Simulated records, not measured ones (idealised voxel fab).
Process module, titled voxel ribs on slabs
Xsec cut, 205 nm wide, square cell size 5 nm.
A cross-section in this document is a grid of square cells, and it is written down as bands, the top band listed before the ones below it; a band is made up of one or more rows of cells. Heads up on the band format: heights come first, top then bottom, in nm. After that it's the materials left to right, each with its width in nm. A single material flagged "all across" fills the whole band edge to edge, and "blank" means there's empty space there. Zero point of the height axis is 0; under it, received wafer = one material. Lowest band: continues down indefinitely, "0 and below". It should be noted that a width expressed as "30->40" varies in equal increments from row to row of cells within the band, taking the value of the first number at the top row and that of the second number at the bottom row. Step note "changes: none" = no cross-section cell changed. Empty spaces counting at least 8 cells and having no open way to the top are listed in "Voids, sealed". The notation width x height at distance is used for each, the distance being from the left edge and all three values in nm. after a step's settings: what the simulator itself notes on the step. You can add "overlay nm" to a step's line. For a step with a mask, it describes how far the mask lay to the right of its planned position, and a negative number describes a lay to the left.
[Intended process steps]
| 1 | RECEIVE (material Si) |
| 2 | DIRECTIONAL_DEP (material SiO2; thk nm 20) |
| 3 | DIRECTIONAL_DEP (material SiN; thk nm 25) |
| 4 | DIRECTIONAL_DEP (material aC; thk nm 10) |
| 5 | PATTERN (tone cover; mask id RIB; material resist; width nm 20; thk nm 25; overlay nm 0) |
| 6 | DIRECTIONAL_ETCH (etch materials aC; depth nm 10) |
| 7 | STRIP (etch materials resist) |
| 8 | DIRECTIONAL_ETCH (etch materials SiN; depth nm 15) |
| 9 | STRIP (etch materials aC) |
| 10 | MASKED_ETCH (tone cover; mask id SLAB; width nm 70; etch materials SiN; depth nm 10; overlay nm 0) |
| 11 | FILL_DEP (material SiO2; thk nm 20) |
| 12 | CMP (height nm 55) |
| 13 | DIRECTIONAL_DEP (material TiN; thk nm 5) |
| 14 | PATTERN (tone cover; mask id HEATER; material resist; width nm 30; thk nm 15; overlay nm 0) |
| 15 | DIRECTIONAL_ETCH (etch materials TiN; depth nm 5) |
| 16 | STRIP (etch materials resist) |
| 17 | CONFORMAL_DEP (material SiN; thk nm 10) |
[Delivered wafer in cross-section: state after step 1]
0 and below = Si all across
Voids, sealed: none
[First of two wafers, end-of-module section, run followed plan]
70 down to 65 = 75 blank; 50 SiN; 80 blank
65 down to 60 = SiN all across
60 down to 55 = 85 SiN; 30 TiN; 90 SiN
55 down to 45 = SiO2 all across
45 down to 30 = 90 SiO2; 20 SiN; 95 SiO2
30 down to 20 = 65 SiO2; 70 SiN; 70 SiO2
20 down to 0 = SiO2 all across
0 and below = Si all across
Voids, sealed: none
[Wafer two cross-section, module end. Start and plan unchanged from wafer one; one mistake made during the run]
60 down to 55 = 85 blank; 30 TiN; 90 blank
55 down to 45 = SiO2 all across
45 down to 30 = 90 SiO2; 20 SiN; 95 SiO2
30 down to 20 = 65 SiO2; 70 SiN; 70 SiO2
20 down to 0 = SiO2 all across
0 and below = Si all across
Voids, sealed: none
Which mistake was made when the wafer was run? plan step 17 never ran because it was skipped
The closing comparison, in cells, has the second wafer with more or fewer of some materials than the first: 86 fewer of SiN
